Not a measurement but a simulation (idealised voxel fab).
process module | voxel self aligned contacts
cross-section cut | 160 nm wide | cells 5 nm
A cross-section is a grid of square cells, given in bands from the top down. A band is one or more rows of cells.
Each band's line starts with the height of the band's top and of its bottom, in nm. Then come its materials from left to right, each with its width in nm. One material with "throughout" fills the band from edge to edge. "air" is empty space.
Height 0 is the level under which the wafer as received is all one material. The lowest band goes on downwards, as in "0 down".
A width such as "30 to 40" changes by the same amount from each row of cells to the next, from the band's top row to its bottom row.
"no change" after a step means that no cell of the cross-section changed.
closed voids: empty space of 8 cells or more with no open way to the top, each as width x height at its distance from the left edge, in nm
after a step's settings: what the simulator itself notes on the step
overlay nm, on a step with a mask: how far to the right of its planned place the mask lay; to the left if negative
plan
1 op RECEIVE | material Si
2 op OXIDIZE | depth nm 5
3 op DIRECTIONAL_DEP | material polySi | thk nm 30
4 op DIRECTIONAL_DEP | material SiN | thk nm 25
5 op DIRECTIONAL_DEP | material aC | thk nm 15
6 op PATTERN | tone cover | mask id GATE | material resist | width nm 15 | pitch nm 65 | thk nm 35 | overlay nm 0
7 op DIRECTIONAL_ETCH | etch materials aC | depth nm 15
8 op STRIP | etch materials resist
9 op DIRECTIONAL_ETCH | etch materials SiN | depth nm 25
10 op DIRECTIONAL_ETCH | etch materials polySi | depth nm 30
11 op STRIP | etch materials aC
12 op CONFORMAL_DEP | material SiN | thk nm 10
13 op DIRECTIONAL_ETCH | etch materials SiN | depth nm 10
14 op FILL_DEP | material SiO2 | thk nm 20
15 op CMP | height nm 65
16 op MASKED_ETCH | tone open | mask id CONTACT | width nm 50 | etch materials SiO2 | depth nm 70 | overlay nm 0
17 op CONFORMAL_DEP | material TiN | thk nm 5
18 op FILL_DEP | material Ru | thk nm 5
19 op CMP | height nm 65
20 op CONFORMAL_DEP | material SiN | thk nm 5
varied across the wafers: width nm of step 6. The plan shows the first wafer's value. All wafers start alike
first wafer as received, after step 1
  0 down: Si throughout
  closed voids: none
each wafer at the end: cells of each material gained (+) or lost (-) since it was received, then its closed voids
width nm 15 | +56 Ru | -32 Si | +150 SiN | +202 SiO2 | +36 TiN | +36 polySi | closed voids: none
width nm 20 | +44 Ru | -32 Si | +160 SiN | +192 SiO2 | +36 TiN | +48 polySi | closed voids: none
width nm 25 | +32 Ru | -32 Si | +170 SiN | +182 SiO2 | +36 TiN | +60 polySi | closed voids: none
width nm 30 | +20 Ru | -32 Si | +180 SiN | +172 SiO2 | +36 TiN | +72 polySi | closed voids: none
width nm 35 | +8 Ru | -32 Si | +190 SiN | +162 SiO2 | +36 TiN | +84 polySi | closed voids: none
width nm 40 | +8 Ru | -32 Si | +200 SiN | +152 SiO2 | +24 TiN | +96 polySi | closed voids: none
